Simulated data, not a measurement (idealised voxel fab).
process module | voxel self aligned vias
cross-section cut | 160 nm wide | cells 5 nm
A cross-section is a grid of square cells, given in bands from the top down. A band is one or more rows of cells.
Each band's line starts with the height of the band's top and of its bottom, in nm. Then come its materials from left to right, each with its width in nm. One material with "throughout" fills the band from edge to edge. "air" is empty space.
Height 0 is the level under which the wafer as received is all one material. The lowest band goes on downwards, as in "0 down".
A width such as "30 to 40" changes by the same amount from each row of cells to the next, from the band's top row to its bottom row.
"no change" after a step means that no cell of the cross-section changed.
closed voids: empty space of 8 cells or more with no open way to the top, each as width x height at its distance from the left edge, in nm
after a step's settings: what the simulator itself notes on the step
overlay nm, on a step with a mask: how far to the right of its planned place the mask lay; to the left if negative
plan
1 op RECEIVE | material Si
2 op CONFORMAL_DEP | material SiO2 | thk nm 15
3 op CONFORMAL_DEP | material SiCN | thk nm 5
4 op DIRECTIONAL_DEP | material SiO2 | thk nm 30
5 op DIRECTIONAL_DEP | material aC | thk nm 10
6 op PATTERN | tone open | mask id LINES | material resist | width nm 20 | pitch nm 55 | thk nm 25 | overlay nm -15
7 op DIRECTIONAL_ETCH | etch materials aC | depth nm 10
8 op STRIP | etch materials resist
9 op DIRECTIONAL_ETCH | etch materials SiO2 | depth nm 30
10 op STRIP | etch materials aC
11 op CONFORMAL_DEP | material TiN | thk nm 5
12 op FILL_DEP | material Ru | thk nm 10
13 op CMP | height nm 50
14 op SELECTIVE_ETCH | etch materials W Ru TiN | depth nm 10
15 op FILL_DEP | material SiN | thk nm 10
16 op CMP | height nm 50
17 op DIRECTIONAL_DEP | material SiO2 | thk nm 20
18 op PATTERN | tone open | mask id VIAS | material resist | width nm 30 | thk nm 20 | overlay nm 0
19 op DIRECTIONAL_ETCH | etch materials SiO2 | depth nm 20
20 op DIRECTIONAL_ETCH | etch materials SiN | depth nm 10
21 op STRIP | etch materials resist
22 op CONFORMAL_DEP | material TiN | thk nm 5
23 op FILL_DEP | material Cu | thk nm 5
24 op CMP | height nm 70
25 op CONFORMAL_DEP | material SiN | thk nm 5
varied across the wafers: overlay nm of step 6. The plan shows the first wafer's value. All wafers start alike
first wafer as received, after step 1
  0 down: Si throughout
  closed voids: none
each wafer at the end: cells of each material gained (+) or lost (-) since it was received, then its closed voids
overlay nm -15 | +12 Cu | +12 Ru | +32 SiCN | +44 SiN | +344 SiO2 | +36 TiN | closed voids: none
overlay nm -10 | +14 Cu | +12 Ru | +32 SiCN | +42 SiN | +344 SiO2 | +36 TiN | closed voids: none
overlay nm -5 | +16 Cu | +12 Ru | +32 SiCN | +40 SiN | +344 SiO2 | +36 TiN | closed voids: none
overlay nm 0 | +16 Cu | +12 Ru | +32 SiCN | +40 SiN | +344 SiO2 | +36 TiN | closed voids: none
overlay nm 5 | +16 Cu | +12 Ru | +32 SiCN | +40 SiN | +344 SiO2 | +36 TiN | closed voids: none
overlay nm 10 | +14 Cu | +12 Ru | +32 SiCN | +42 SiN | +344 SiO2 | +36 TiN | closed voids: none
overlay nm 15 | +12 Cu | +12 Ru | +32 SiCN | +44 SiN | +344 SiO2 | +36 TiN | closed voids: none
